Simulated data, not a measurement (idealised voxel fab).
Module name: voxel ribs on slabs (process module)
For reference, the cross-section in this document is cut, with width 300 nm and square cells of 5 nm.
Cross-section format: a grid of square cells, given as bands from top to bottom; each band is one or more rows of cells. Top height, bottom height, nm. Materials left to right, width each, nm. Single material + "throughout" = fills band edge to edge. "empty" = empty. All heights in this document are referenced to 0, defined as the level beneath which the wafer, as received, consists entirely of one material. The lowest band is not bounded below; it extends indefinitely downward and is written in the form "z 0 and below". Width spec "30->40" -> top row of cells at first value, bottom row at second value, equal per-row change in between. No cell of the cross-section changed in a step that is given as "same as before". Empty spaces without an open route to the top, at least 8 cells in extent, make up the entry "Unvented internal voids"; each is given as width x height at distance, where the distance is measured from the left edge, and all are in nm. Formally, on a step line, whatever follows the settings is a remark that the simulator itself makes on the step. When a step includes a mask, the "overlay nm" setting on its line states how far to the right of its planned place that mask lay, and negative values state how far to the left.
[These are the steps we planned for the process]
1 RECEIVE (material Si)
2 DIRECTIONAL_DEP (material SiO2; thk nm 30)
3 DIRECTIONAL_DEP (material SiN; thk nm 25)
4 MASKED_ETCH (tone cover; mask id RIB; width nm 20; etch materials SiN; depth nm 20; overlay nm 0)
5 MASKED_ETCH (tone cover; mask id SLAB; width nm 60; etch materials SiN; depth nm 5; overlay nm 0)
6 FILL_DEP (material SiO2; thk nm 25)
7 CMP (height nm 75)
8 DIRECTIONAL_DEP (material W; thk nm 5)
9 MASKED_ETCH (tone cover; mask id HEATER; width nm 30; etch materials W; depth nm 5; overlay nm 0)
10 CONFORMAL_DEP (material SiO2; thk nm 5)
[Incoming wafer in cross-section (state: after step 1)]
    z 0 and below = Si throughout
    Unvented internal voids: none
[first wafer at the end, as planned]
    z 85 to 80 = empty 130 nm, SiO2 40 nm, empty 130 nm
    z 80 to 75 = SiO2 135 nm, W 30 nm, SiO2 135 nm
    z 75 to 55 = SiO2 throughout
    z 55 to 35 = SiO2 140 nm, SiN 20 nm, SiO2 140 nm
    z 35 to 30 = SiO2 120 nm, SiN 60 nm, SiO2 120 nm
    z 30 to 0 = SiO2 throughout
    z 0 and below = Si throughout
    Unvented internal voids: none
[Cross-section at end of module for the second wafer of two, which matched the first in starting point and plan and differed by one mistake in its processing]
    z 80 to 75 = empty 135 nm, W 30 nm, empty 135 nm
    z 75 to 55 = SiO2 throughout
    z 55 to 35 = SiO2 140 nm, SiN 20 nm, SiO2 140 nm
    z 35 to 30 = SiO2 120 nm, SiN 60 nm, SiO2 120 nm
    z 30 to 0 = SiO2 throughout
    z 0 and below = Si throughout
    Unvented internal voids: none
Want to know what went wrong? step 10 of the plan: omitted, not performed
The second wafer ends with more or fewer cells of some materials than the first, per final count: SiO2: 62 fewer
